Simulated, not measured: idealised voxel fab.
voxel quadruple lines: a process module
Displayed cross-section: cut, width of 225 nm, square cells sized 5 nm.
Just so we're on the same page, the cross-sections are grids of square cells, and they're listed out in bands top to bottom, each band one or more rows deep.
First you get the band's top height and its bottom height, in nm, and then the materials it's made of, left to right, with each width in nm. If you see a single material with "everywhere", that one covers the band edge to edge. "air" is empty space.
Height datum 0, below which the as-received substrate wafer is one material. Lowest band open at the bottom, running downward: "0 nm and below".
Think of "30..40" as a width that walks from the first number to the second as you go down the band, top row to bottom row, taking equal-sized steps from row to row.
When a step is marked "all unchanged", none of the cells in the cross-section changed during that step.
"Closed voids list" specifies each empty space that is not open to the top and that occupies no fewer than 8 cells, using the form width x height at distance, the distance measured from the left edge and all three quantities in nm.
Note: text after step settings on the step line = simulator remark on that step.
A step's line can hold "overlay nm"; with a mask on that step, the setting says how far right of the planned place the mask lay, while a negative setting says it lay to the left.

Below is the list of planned process steps:
step 1: RECEIVE (material Si)
step 2: CONFORMAL_DEP (material SiO2; thk nm 5)
step 3: DIRECTIONAL_DEP (material W; thk nm 10)
step 4: DIRECTIONAL_DEP (material polySi; thk nm 15)
step 5: DIRECTIONAL_DEP (material aC; thk nm 20)
step 6: PATTERN (tone cover; mask id MANDREL; material resist; width nm 20; thk nm 30; overlay nm 0)
step 7: DIRECTIONAL_ETCH (etch materials aC; depth nm 20)
step 8: STRIP (etch materials resist)
step 9: CONFORMAL_DEP (material SiO2; thk nm 10)
step 10: DIRECTIONAL_ETCH (etch materials SiO2; depth nm 10)
step 11: STRIP (etch materials aC)
step 12: DIRECTIONAL_ETCH (etch materials polySi; depth nm 15)
step 13: STRIP (etch materials SiO2)
step 14: CONFORMAL_DEP (material SiCN; thk nm 5)
step 15: DIRECTIONAL_ETCH (etch materials SiCN; depth nm 5)
step 16: STRIP (etch materials polySi)
step 17: DIRECTIONAL_ETCH (etch materials W; depth nm 10)
step 18: STRIP (etch materials SiCN)
step 19: FILL_DEP (material SiO2; thk nm 10)
step 20: CMP (height nm 15)

First of two wafers: run as planned:

Cross-section of the incoming wafer, state after step 1:
  0 nm and below: Si everywhere
  Closed voids list: none

Cross-section through the wafer, step 2 finished:
  5 nm to 0 nm: SiO2 everywhere
  Below 0 it's all the same as before, nothing changed down there.

Cross-section through the wafer, step 3 finished:
  15 nm to 5 nm: W everywhere
  Below 5 it's all the same as before, nothing changed down there.

Cross-section through the wafer, step 4 finished:
  30 nm to 15 nm: polySi everywhere
  Below 15 it's all the same as before, nothing changed down there.

Cross-section through the wafer, step 5 finished:
  50 nm to 30 nm: aC everywhere
  Below 30 it's all the same as before, nothing changed down there.

Cross-section through the wafer, step 6 finished:
  80 nm to 50 nm: 100 of air, 20 of resist, 105 of air
  Below 50 it's all the same as before, nothing changed down there.

Cross-section through the wafer, step 7 finished:
  60 nm to 50 nm: 100 of air, 20 of resist, 105 of air
  50 nm to 30 nm: 100 of air, 20 of aC, 105 of air
  Below 30 it's all the same as before, nothing changed down there.

Cross-section through the wafer, step 8 finished:
  50 nm to 30 nm: 100 of air, 20 of aC, 105 of air
  Below 30 it's all the same as before, nothing changed down there.

Cross-section through the wafer, step 9 finished:
  60 nm to 50 nm: 90 of air, 40 of SiO2, 95 of air
  50 nm to 40 nm: 90 of air, 10 of SiO2, 20 of aC, 10 of SiO2, 95 of air
  40 nm to 30 nm: 100 of SiO2, 20 of aC, 105 of SiO2
  Below 30 it's all the same as before, nothing changed down there.

Cross-section through the wafer, step 10 finished:
  50 nm to 30 nm: 90 of air, 10 of SiO2, 20 of aC, 10 of SiO2, 95 of air
  Below 30 it's all the same as before, nothing changed down there.

Cross-section through the wafer, step 11 finished:
  50 nm to 30 nm: 90 of air, 10 of SiO2, 20 of air, 10 of SiO2, 95 of air
  Below 30 it's all the same as before, nothing changed down there.

Cross-section through the wafer, step 12 finished:
  50 nm to 30 nm: 90 of air, 10 of SiO2, 20 of air, 10 of SiO2, 95 of air
  30 nm to 15 nm: 90 of air, 10 of polySi, 20 of air, 10 of polySi, 95 of air
  Below 15 it's all the same as before, nothing changed down there.

Cross-section through the wafer, step 13 finished:
  30 nm to 15 nm: 90 of air, 10 of polySi, 20 of air, 10 of polySi, 95 of air
  Below 15 it's all the same as before, nothing changed down there.

Cross-section through the wafer, step 14 finished:
  35 nm to 30 nm: 85 of air, 20 of SiCN, 10 of air, 20 of SiCN, 90 of air
  30 nm to 20 nm: 85 of air, 5 of SiCN, 10 of polySi, 5 of SiCN, 10 of air, 5 of SiCN, 10 of polySi, 5 of SiCN, 90 of air
  20 nm to 15 nm: 90 of SiCN, 10 of polySi, 20 of SiCN, 10 of polySi, 95 of SiCN
  Below 15 it's all the same as before, nothing changed down there.

Cross-section through the wafer, step 15 finished:
  30 nm to 15 nm: 85 of air, 5 of SiCN, 10 of polySi, 5 of SiCN, 10 of air, 5 of SiCN, 10 of polySi, 5 of SiCN, 90 of air
  Below 15 it's all the same as before, nothing changed down there.

Cross-section through the wafer, step 16 finished:
  30 nm to 15 nm: 85 of air, 5 of SiCN, 10 of air, 5 of SiCN, 10 of air, 5 of SiCN, 10 of air, 5 of SiCN, 90 of air
  Below 15 it's all the same as before, nothing changed down there.

Cross-section through the wafer, step 17 finished:
  30 nm to 15 nm: 85 of air, 5 of SiCN, 10 of air, 5 of SiCN, 10 of air, 5 of SiCN, 10 of air, 5 of SiCN, 90 of air
  15 nm to 5 nm: 85 of air, 5 of W, 10 of air, 5 of W, 10 of air, 5 of W, 10 of air, 5 of W, 90 of air
  Below 5 it's all the same as before, nothing changed down there.

Cross-section through the wafer, step 18 finished:
  15 nm to 5 nm: 85 of air, 5 of W, 10 of air, 5 of W, 10 of air, 5 of W, 10 of air, 5 of W, 90 of air
  Below 5 it's all the same as before, nothing changed down there.

Cross-section through the wafer, step 19 finished:
  25 nm to 15 nm: SiO2 everywhere
  15 nm to 5 nm: 85 of SiO2, 5 of W, 10 of SiO2, 5 of W, 10 of SiO2, 5 of W, 10 of SiO2, 5 of W, 90 of SiO2
  Below 5 it's all the same as before, nothing changed down there.

Cross-section through the wafer, step 20 finished:
  15 nm to 5 nm: 85 of SiO2, 5 of W, 10 of SiO2, 5 of W, 10 of SiO2, 5 of W, 10 of SiO2, 5 of W, 90 of SiO2
  Below 5 it's all the same as before, nothing changed down there.

second wafer: like start, like plan, one mistake. Through step 1 it matches the first wafer:

Cross-section of the second wafer corresponding to the planned conclusion of step 2: all unchanged

Cross-section of the second wafer corresponding to the planned conclusion of step 3:
  10 nm to 0 nm: W everywhere
  Below 0 it's all the same as before, nothing changed down there.

Cross-section of the second wafer corresponding to the planned conclusion of step 4:
  25 nm to 10 nm: polySi everywhere
  Below 10 it's all the same as before, nothing changed down there.

Cross-section of the second wafer corresponding to the planned conclusion of step 5:
  45 nm to 25 nm: aC everywhere
  Below 25 it's all the same as before, nothing changed down there.

Cross-section of the second wafer corresponding to the planned conclusion of step 6:
  75 nm to 45 nm: 100 of air, 20 of resist, 105 of air
  Below 45 it's all the same as before, nothing changed down there.

Cross-section of the second wafer corresponding to the planned conclusion of step 7:
  55 nm to 45 nm: 100 of air, 20 of resist, 105 of air
  45 nm to 25 nm: 100 of air, 20 of aC, 105 of air
  Below 25 it's all the same as before, nothing changed down there.

Cross-section of the second wafer corresponding to the planned conclusion of step 8:
  45 nm to 25 nm: 100 of air, 20 of aC, 105 of air
  Below 25 it's all the same as before, nothing changed down there.

Cross-section of the second wafer corresponding to the planned conclusion of step 9:
  55 nm to 45 nm: 90 of air, 40 of SiO2, 95 of air
  45 nm to 35 nm: 90 of air, 10 of SiO2, 20 of aC, 10 of SiO2, 95 of air
  35 nm to 25 nm: 100 of SiO2, 20 of aC, 105 of SiO2
  Below 25 it's all the same as before, nothing changed down there.

Cross-section of the second wafer corresponding to the planned conclusion of step 10:
  45 nm to 25 nm: 90 of air, 10 of SiO2, 20 of aC, 10 of SiO2, 95 of air
  Below 25 it's all the same as before, nothing changed down there.

Cross-section of the second wafer corresponding to the planned conclusion of step 11:
  45 nm to 25 nm: 90 of air, 10 of SiO2, 20 of air, 10 of SiO2, 95 of air
  Below 25 it's all the same as before, nothing changed down there.

Cross-section of the second wafer corresponding to the planned conclusion of step 12:
  45 nm to 25 nm: 90 of air, 10 of SiO2, 20 of air, 10 of SiO2, 95 of air
  25 nm to 10 nm: 90 of air, 10 of polySi, 20 of air, 10 of polySi, 95 of air
  Below 10 it's all the same as before, nothing changed down there.

Cross-section of the second wafer corresponding to the planned conclusion of step 13:
  25 nm to 10 nm: 90 of air, 10 of polySi, 20 of air, 10 of polySi, 95 of air
  Below 10 it's all the same as before, nothing changed down there.

Cross-section of the second wafer corresponding to the planned conclusion of step 14:
  30 nm to 25 nm: 85 of air, 20 of SiCN, 10 of air, 20 of SiCN, 90 of air
  25 nm to 15 nm: 85 of air, 5 of SiCN, 10 of polySi, 5 of SiCN, 10 of air, 5 of SiCN, 10 of polySi, 5 of SiCN, 90 of air
  15 nm to 10 nm: 90 of SiCN, 10 of polySi, 20 of SiCN, 10 of polySi, 95 of SiCN
  Below 10 it's all the same as before, nothing changed down there.

Cross-section of the second wafer corresponding to the planned conclusion of step 15:
  25 nm to 10 nm: 85 of air, 5 of SiCN, 10 of polySi, 5 of SiCN, 10 of air, 5 of SiCN, 10 of polySi, 5 of SiCN, 90 of air
  Below 10 it's all the same as before, nothing changed down there.

Cross-section of the second wafer corresponding to the planned conclusion of step 16:
  25 nm to 10 nm: 85 of air, 5 of SiCN, 10 of air, 5 of SiCN, 10 of air, 5 of SiCN, 10 of air, 5 of SiCN, 90 of air
  Below 10 it's all the same as before, nothing changed down there.

Cross-section of the second wafer corresponding to the planned conclusion of step 17:
  25 nm to 10 nm: 85 of air, 5 of SiCN, 10 of air, 5 of SiCN, 10 of air, 5 of SiCN, 10 of air, 5 of SiCN, 90 of air
  10 nm to 0 nm: 85 of air, 5 of W, 10 of air, 5 of W, 10 of air, 5 of W, 10 of air, 5 of W, 90 of air
  Below 0 it's all the same as before, nothing changed down there.

Cross-section of the second wafer corresponding to the planned conclusion of step 18:
  10 nm to 0 nm: 85 of air, 5 of W, 10 of air, 5 of W, 10 of air, 5 of W, 10 of air, 5 of W, 90 of air
  Below 0 it's all the same as before, nothing changed down there.

Cross-section of the second wafer corresponding to the planned conclusion of step 19:
  20 nm to 10 nm: SiO2 everywhere
  10 nm to 0 nm: 85 of SiO2, 5 of W, 10 of SiO2, 5 of W, 10 of SiO2, 5 of W, 10 of SiO2, 5 of W, 90 of SiO2
  Below 0 it's all the same as before, nothing changed down there.

Cross-section of the second wafer corresponding to the planned conclusion of step 20:
  15 nm to 10 nm: SiO2 everywhere
  Below 10 it's all the same as before, nothing changed down there.
Run error: heads up, step 2 of the plan was skipped and never actually ran
In the final comparison it is observed that the number of cells assigned to each material is identical for the two wafers, whereas their placement is not.
